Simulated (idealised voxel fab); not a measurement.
Proc. module: voxel transistor to metal
The cross-section on display is named cut; it measures 205 nm wide, and its cells are 5 nm squares.
Cross-section spec: square-cell grid; bands listed top down; each band is one or more rows. A band entry consists of two parts. The first gives the height of the band's top and the height of its bottom, in nm. The rest lists the band's materials from left to right, each with its width in nm. A single material labelled with the word "everywhere" fills the band from edge to edge, and the word "empty" marks empty space. The level at which height equals 0 is the one under which the wafer, as it arrives, is entirely one material. No lower edge exists for the bottom band, which continues downward and is notated as in "0 nm and below". Per-row width for "30 to 40": begins at first number (top row of band), ends at second number (bottom row), increment between rows held constant. Step marked "everything unchanged"? Then no cell in the cross-section changed in it. Entry "Enclosed void listing" = empty spaces >= 8 cells with no open way to the top; each as width x height at distance, distance from left edge, all nm. On a step's line, text after the settings is the simulator commenting on that step. Among the settings permitted on a step's line is "overlay nm"; applied to a step with a mask, it specifies the extent to which the mask lay to the right of its planned position, whereas a negative figure signifies a position to the left.

The planned process steps are enumerated hereunder
1) RECEIVE: material Si
2) OXIDIZE: depth nm 5
3) CONFORMAL_DEP: material SiN, thk nm 10
4) PATTERN: tone cover, mask id ACTIVE, material resist, width nm 110, thk nm 15, overlay nm 0
5) DIRECTIONAL_ETCH: etch materials SiN, depth nm 10
6) DIRECTIONAL_ETCH: etch materials SiO2, depth nm 5
7) DIRECTIONAL_ETCH: etch materials Si, depth nm 35
8) STRIP: etch materials resist
9) OXIDIZE: depth nm 5
10) FILL_DEP: material SiO2, thk nm 15
11) CMP: height nm 10
12) SELECTIVE_ETCH: etch materials SiO2, depth nm 10
13) STRIP: etch materials SiN
14) SELECTIVE_ETCH: etch materials SiO2, depth nm 5
15) OXIDIZE: depth nm 5
16) DIRECTIONAL_DEP: material polySi, thk nm 25
17) DIRECTIONAL_DEP: material SiCN, thk nm 15
18) MASKED_ETCH: tone cover, mask id GATE, width nm 20, etch materials SiCN, depth nm 25, overlay nm 0
19) MASKED_ETCH: tone cover, mask id GATE, width nm 20, etch materials polySi, depth nm 35, overlay nm 0
20) CONFORMAL_DEP: material SiN, thk nm 5
21) DIRECTIONAL_ETCH: etch materials SiN, depth nm 5
22) DIRECTIONAL_ETCH: etch materials SiO2, depth nm 5
23) DIRECTIONAL_ETCH: etch materials Si, depth nm 5
24) EPI: material pSi, thk nm 10
25) FILL_DEP: material SiO2, thk nm 10
26) CMP: height nm 35
27) DIRECTIONAL_DEP: material SiO2, thk nm 10
28) DIRECTIONAL_DEP: material aC, thk nm 15
29) PATTERN: tone open, mask id CONTACT, material resist, width nm 15, pitch nm 75, thk nm 30, overlay nm 0
30) DIRECTIONAL_ETCH: etch materials aC, depth nm 15
31) STRIP: etch materials resist
32) DIRECTIONAL_ETCH: etch materials SiO2, depth nm 50
33) STRIP: etch materials aC
34) CONFORMAL_DEP: material TiN, thk nm 5
35) FILL_DEP: material W, thk nm 5
36) CMP: height nm 45
37) DIRECTIONAL_DEP: material TiN, thk nm 5
38) DIRECTIONAL_DEP: material W, thk nm 25
39) PATTERN: tone cover, mask id METAL_1, material resist, width nm 15, pitch nm 75, thk nm 15, overlay nm 0
40) DIRECTIONAL_ETCH: etch materials W, depth nm 25
41) DIRECTIONAL_ETCH: etch materials TiN, depth nm 5
42) STRIP: etch materials resist
43) FILL_DEP: material lowk, thk nm 10
44) CMP: height nm 75
45) CONFORMAL_DEP: material SiCN, thk nm 5
46) DIRECTIONAL_DEP: material lowk, thk nm 35
47) MASKED_ETCH: tone open, mask id METAL_2, width nm 15, pitch nm 75, etch materials lowk, depth nm 20, overlay nm 0
48) MASKED_ETCH: tone open, mask id METAL_2_HOLES, width nm 15, pitch nm 75, etch materials lowk, depth nm 15, overlay nm 0
49) MASKED_ETCH: tone open, mask id METAL_2_HOLES, width nm 15, pitch nm 75, etch materials SiCN, depth nm 5, overlay nm 0
50) CONFORMAL_DEP: material TiN, thk nm 5
51) FILL_DEP: material Cu, thk nm 5
52) CMP: height nm 115
53) CONFORMAL_DEP: material SiN, thk nm 5

Shown in cross-section is the wafer as received, that is, as it stands after step 1
> 0 nm and below | Si everywhere
> Enclosed void listing: none

Run as planned - first of the two wafers cross-sectioned at the end of the module
> 120 nm to 115 nm | SiN everywhere
> 115 nm to 80 nm | lowk (55) / TiN (5) / Cu (5) / TiN (5) / lowk (60) / TiN (5) / Cu (5) / TiN (5) / lowk (60)
> 80 nm to 75 nm | SiCN (55) / TiN (15) / SiCN (60) / TiN (15) / SiCN (60)
> 75 nm to 50 nm | lowk (55) / W (15) / lowk (60) / W (15) / lowk (60)
> 50 nm to 45 nm | lowk (55) / TiN (15) / lowk (60) / TiN (15) / lowk (60)
> 45 nm to 35 nm | SiO2 (55) / TiN (5) / W (5) / TiN (5) / SiO2 (60) / TiN (5) / W (5) / TiN (5) / SiO2 (60)
> 35 nm to 20 nm | SiO2 (55) / TiN (5) / W (5) / TiN (5) / SiO2 (15) / SiN (5) / SiCN (20) / SiN (5) / SiO2 (15) / TiN (5) / W (5) / TiN (5) / SiO2 (60)
> 20 nm to 0 nm | SiO2 (55) / TiN (5) / W (5) / TiN (5) / SiO2 (15) / SiN (5) / polySi (20) / SiN (5) / SiO2 (15) / TiN (5) / W (5) / TiN (5) / SiO2 (60)
> 0 nm to -5 nm | SiO2 (55) / TiN (15) / SiO2 (5) / pSi (10) / SiN (5) / polySi (20) / SiN (5) / pSi (10) / SiO2 (5) / TiN (15) / SiO2 (60)
> -5 nm to -10 nm | SiO2 (45) / pSi (40) / SiO2 (30) / pSi (40) / SiO2 (50)
> -10 nm to -15 nm | SiO2 (50) / pSi (35) / Si (30) / pSi (35) / SiO2 (55)
> -15 nm to -45 nm | SiO2 (50) / Si (100) / SiO2 (55)
> -45 nm and below | Si everywhere
> Enclosed void listing: none

This is the second of the two wafers, cross-sectioned at the end of the module; it started exactly like the first and was given the same plan, but it was run with one mistake
> 120 nm to 115 nm | SiN everywhere
> 115 nm to 80 nm | lowk everywhere
> 80 nm to 75 nm | SiCN everywhere
> 75 nm to 50 nm | lowk (55) / W (15) / lowk (60) / W (15) / lowk (60)
> 50 nm to 45 nm | lowk (55) / TiN (15) / lowk (60) / TiN (15) / lowk (60)
> 45 nm to 35 nm | SiO2 (55) / TiN (5) / W (5) / TiN (5) / SiO2 (60) / TiN (5) / W (5) / TiN (5) / SiO2 (60)
> 35 nm to 20 nm | SiO2 (55) / TiN (5) / W (5) / TiN (5) / SiO2 (15) / SiN (5) / SiCN (20) / SiN (5) / SiO2 (15) / TiN (5) / W (5) / TiN (5) / SiO2 (60)
> 20 nm to 0 nm | SiO2 (55) / TiN (5) / W (5) / TiN (5) / SiO2 (15) / SiN (5) / polySi (20) / SiN (5) / SiO2 (15) / TiN (5) / W (5) / TiN (5) / SiO2 (60)
> 0 nm to -5 nm | SiO2 (55) / TiN (15) / SiO2 (5) / pSi (10) / SiN (5) / polySi (20) / SiN (5) / pSi (10) / SiO2 (5) / TiN (15) / SiO2 (60)
> -5 nm to -10 nm | SiO2 (45) / pSi (40) / SiO2 (30) / pSi (40) / SiO2 (50)
> -10 nm to -15 nm | SiO2 (50) / pSi (35) / Si (30) / pSi (35) / SiO2 (55)
> -15 nm to -45 nm | SiO2 (50) / Si (100) / SiO2 (55)
> -45 nm and below | Si everywhere
> Enclosed void listing: none
Error vs. plan: plan step 46 ran twice
Final difference in cells, second wafer against first, listed per material as more or fewer: -14 Cu; +6 SiCN; -34 TiN; +42 lowk
